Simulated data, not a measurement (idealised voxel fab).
process module | voxel lift off
cross-section cut | 150 nm wide | cells 5 nm
A cross-section is a grid of square cells, given in bands from the top down. A band is one or more rows of cells.
Each band's line starts with the height of the band's top and of its bottom, in nm. Then come its materials from left to right, each with its width in nm. One material with "throughout" fills the band from edge to edge. "air" is empty space.
Height 0 is the level under which the wafer as received is all one material. The lowest band goes on downwards, as in "0 down".
A width such as "30 to 40" changes by the same amount from each row of cells to the next, from the band's top row to its bottom row.
"no change" after a step means that no cell of the cross-section changed.
closed voids: empty space of 8 cells or more with no open way to the top, each as width x height at its distance from the left edge, in nm
after a step's settings: what the simulator itself notes on the step
overlay nm, on a step with a mask: how far to the right of its planned place the mask lay; to the left if negative
plan
1 op RECEIVE | material Si
2 op CONFORMAL_DEP | material Al2O3 | thk nm 10
3 op PATTERN | tone open | mask id LINES | material resist | width nm 15 | pitch nm 35 | thk nm 25 | overlay nm 0
4 op DIRECTIONAL_DEP | material Ru | thk nm 10
5 op STRIP | etch materials resist
6 op CONFORMAL_DEP | material SiCN | thk nm 10
first wafer, as planned
as received, after step 1
  0 down: Si throughout
  closed voids: none
after step 2
  10 to 0: Al2O3 throughout
  below 0: unchanged
after step 3
  35 to 10: resist 50 | air 15 | resist 20 | air 15 | resist 50
  below 10: unchanged
after step 4
  45 to 35: Ru 50 | air 15 | Ru 20 | air 15 | Ru 50
  35 to 20: resist 50 | air 15 | resist 20 | air 15 | resist 50
  20 to 10: resist 50 | Ru 15 | resist 20 | Ru 15 | resist 50
  below 10: unchanged
after step 5
  20 to 10: air 50 | Ru 15 | air 20 | Ru 15 | air 50
  below 10: unchanged
after step 6
  30 to 20: air 40 | SiCN 70 | air 40
  20 to 10: SiCN 50 | Ru 15 | SiCN 20 | Ru 15 | SiCN 50
  below 10: unchanged
second wafer: like start, like plan, one mistake. Through step 3 it matches the first wafer
when step 4 should have ended
  50 to 35: Ru 50 | air 15 | Ru 20 | air 15 | Ru 50
  35 to 25: resist 50 | air 15 | resist 20 | air 15 | resist 50
  25 to 10: resist 50 | Ru 15 | resist 20 | Ru 15 | resist 50
  below 10: unchanged
when step 5 should have ended
  25 to 10: air 50 | Ru 15 | air 20 | Ru 15 | air 50
  below 10: unchanged
when step 6 should have ended
  35 to 25: air 40 | SiCN 70 | air 40
  25 to 20: air 40 | SiCN 10 | Ru 15 | SiCN 20 | Ru 15 | SiCN 10 | air 40
  20 to 10: SiCN 50 | Ru 15 | SiCN 20 | Ru 15 | SiCN 50
  below 10: unchanged
what went wrong: step 4 ran as: op DIRECTIONAL_DEP | material Ru | thk nm 15
at the end the second wafer has, in cells: 6 more of Ru | 8 more of SiCN
